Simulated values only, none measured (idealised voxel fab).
process module | voxel trench capacitor
cross-section cut | 230 nm wide | cells 5 nm
A cross-section is a grid of square cells, given in bands from the top down. A band is one or more rows of cells.
Each band's line starts with the height of the band's top and of its bottom, in nm. Then come its materials from left to right, each with its width in nm. One material with "throughout" fills the band from edge to edge. "air" is empty space.
Height 0 is the level under which the wafer as received is all one material. The lowest band goes on downwards, as in "0 down".
A width such as "30 to 40" changes by the same amount from each row of cells to the next, from the band's top row to its bottom row.
"no change" after a step means that no cell of the cross-section changed.
closed voids: empty space of 8 cells or more with no open way to the top, each as width x height at its distance from the left edge, in nm
after a step's settings: what the simulator itself notes on the step
overlay nm, on a step with a mask: how far to the right of its planned place the mask lay; to the left if negative
plan
1 op RECEIVE | material Si
2 op CONFORMAL_DEP | material SiN | thk nm 5
3 op DIRECTIONAL_DEP | material aC | thk nm 10
4 op PATTERN | tone open | mask id TRENCH | material resist | width nm 20 | pitch nm 55 | thk nm 30 | overlay nm 0
5 op DIRECTIONAL_ETCH | etch materials aC | depth nm 10
6 op STRIP | etch materials resist
7 op DIRECTIONAL_ETCH | etch materials SiN | depth nm 5
8 op DIRECTIONAL_ETCH | etch materials Si | depth nm 30
9 op STRIP | etch materials aC
10 op CONFORMAL_DEP | material HfO2 | thk nm 5
11 op CONFORMAL_DEP | material TiN | thk nm 5
12 op FILL_DEP | material W | thk nm 5
13 op CMP | height nm 5
varied across the wafers: width nm of step 4. The plan shows the first wafer's value. All wafers start alike
first wafer as received, after step 1
  0 down: Si throughout
  closed voids: none
each wafer at the end: cells of each material gained (+) or lost (-) since it was received, then its closed voids
width nm 20 | +32 HfO2 | -48 Si | +38 SiN | +24 TiN | closed voids: none
width nm 25 | +34 HfO2 | -60 Si | +36 SiN | +26 TiN | +10 W | closed voids: none
width nm 30 | +36 HfO2 | -72 Si | +34 SiN | +28 TiN | +20 W | closed voids: none
width nm 35 | +38 HfO2 | -84 Si | +32 SiN | +30 TiN | +30 W | closed voids: none
width nm 40 | +40 HfO2 | -96 Si | +30 SiN | +32 TiN | +40 W | closed voids: none
